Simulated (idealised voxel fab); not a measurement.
process module | voxel ribs on slabs
cross-section cut | 195 nm wide | cells 5 nm
A cross-section is a grid of square cells, given in bands from the top down. A band is one or more rows of cells.
Each band's line starts with the height of the band's top and of its bottom, in nm. Then come its materials from left to right, each with its width in nm. One material with "throughout" fills the band from edge to edge. "air" is empty space.
Height 0 is the level under which the wafer as received is all one material. The lowest band goes on downwards, as in "0 down".
A width such as "30 to 40" changes by the same amount from each row of cells to the next, from the band's top row to its bottom row.
"no change" after a step means that no cell of the cross-section changed.
closed voids: empty space of 8 cells or more with no open way to the top, each as width x height at its distance from the left edge, in nm
after a step's settings: what the simulator itself notes on the step
overlay nm, on a step with a mask: how far to the right of its planned place the mask lay; to the left if negative
plan
1 op RECEIVE | material Si
2 op DIRECTIONAL_DEP | material SiO2 | thk nm 20
3 op DIRECTIONAL_DEP | material SiN | thk nm 25
4 op MASKED_ETCH | tone cover | mask id RIB | width nm 15 | etch materials SiN | depth nm 5 | overlay nm 0
5 op PATTERN | tone cover | mask id SLAB | material resist | width nm 55 | thk nm 15 | overlay nm 0
6 op DIRECTIONAL_ETCH | etch materials SiN | depth nm 20
7 op STRIP | etch materials resist
8 op FILL_DEP | material SiO2 | thk nm 30
9 op CMP | height nm 65
10 op DIRECTIONAL_DEP | material W | thk nm 10
11 op DIRECTIONAL_DEP | material aC | thk nm 10
12 op PATTERN | tone cover | mask id HEATER | material resist | width nm 25 | thk nm 25 | overlay nm 0
13 op DIRECTIONAL_ETCH | etch materials aC | depth nm 10
14 op STRIP | etch materials resist
15 op DIRECTIONAL_ETCH | etch materials W | depth nm 10
16 op STRIP | etch materials aC
17 op CONFORMAL_DEP | material SiN | thk nm 10
first wafer, as planned
as received, after step 1
  0 down: Si throughout
  closed voids: none
after step 2
  20 to 0: SiO2 throughout
  below 0: unchanged
after step 3
  45 to 20: SiN throughout
  below 20: unchanged
after step 4
  45 to 40: air 90 | SiN 15 | air 90
  below 40: unchanged
after step 5
  60 to 45: air 70 | resist 55 | air 70
  45 to 40: air 70 | resist 20 | SiN 15 | resist 20 | air 70
  below 40: unchanged
after step 6
  60 to 45: air 70 | resist 55 | air 70
  45 to 40: air 70 | resist 20 | SiN 15 | resist 20 | air 70
  40 to 20: air 70 | SiN 55 | air 70
  below 20: unchanged
after step 7
  45 to 40: air 90 | SiN 15 | air 90
  below 40: unchanged
after step 8
  75 to 45: SiO2 throughout
  45 to 40: SiO2 90 | SiN 15 | SiO2 90
  40 to 20: SiO2 70 | SiN 55 | SiO2 70
  below 20: unchanged
after step 9
  65 to 45: SiO2 throughout
  below 45: unchanged
after step 10
  75 to 65: W throughout
  below 65: unchanged
after step 11
  85 to 75: aC throughout
  below 75: unchanged
after step 12
  110 to 85: air 85 | resist 25 | air 85
  below 85: unchanged
after step 13
  100 to 85: air 85 | resist 25 | air 85
  85 to 75: air 85 | aC 25 | air 85
  below 75: unchanged
after step 14
  85 to 75: air 85 | aC 25 | air 85
  below 75: unchanged
after step 15
  85 to 75: air 85 | aC 25 | air 85
  75 to 65: air 85 | W 25 | air 85
  below 65: unchanged
after step 16
  75 to 65: air 85 | W 25 | air 85
  below 65: unchanged
after step 17
  85 to 75: air 75 | SiN 45 | air 75
  75 to 65: SiN 85 | W 25 | SiN 85
  below 65: unchanged
second wafer: like start, like plan, one mistake. Through step 4 it matches the first wafer
when step 5 should have ended
  60 to 45: air 65 | resist 65 | air 65
  45 to 40: air 65 | resist 25 | SiN 15 | resist 25 | air 65
  below 40: unchanged
when step 6 should have ended
  60 to 45: air 65 | resist 65 | air 65
  45 to 40: air 65 | resist 25 | SiN 15 | resist 25 | air 65
  40 to 20: air 65 | SiN 65 | air 65
  below 20: unchanged
when step 7 should have ended
  45 to 40: air 90 | SiN 15 | air 90
  below 40: unchanged
when step 8 should have ended
  75 to 45: SiO2 throughout
  45 to 40: SiO2 90 | SiN 15 | SiO2 90
  40 to 20: SiO2 65 | SiN 65 | SiO2 65
  below 20: unchanged
when step 9 should have ended
  65 to 45: SiO2 throughout
  below 45: unchanged
when step 10 should have ended
  75 to 65: W throughout
  below 65: unchanged
when step 11 should have ended
  85 to 75: aC throughout
  below 75: unchanged
when step 12 should have ended
  110 to 85: air 85 | resist 25 | air 85
  below 85: unchanged
when step 13 should have ended
  100 to 85: air 85 | resist 25 | air 85
  85 to 75: air 85 | aC 25 | air 85
  below 75: unchanged
when step 14 should have ended
  85 to 75: air 85 | aC 25 | air 85
  below 75: unchanged
when step 15 should have ended
  85 to 75: air 85 | aC 25 | air 85
  75 to 65: air 85 | W 25 | air 85
  below 65: unchanged
when step 16 should have ended
  75 to 65: air 85 | W 25 | air 85
  below 65: unchanged
when step 17 should have ended
  85 to 75: air 75 | SiN 45 | air 75
  75 to 65: SiN 85 | W 25 | SiN 85
  below 65: unchanged
what went wrong: step 5 ran as: op PATTERN | tone cover | mask id SLAB | material resist | width nm 65 | thk nm 15 | overlay nm 0
at the end the second wafer has, in cells: 8 more of SiN | 8 fewer of SiO2
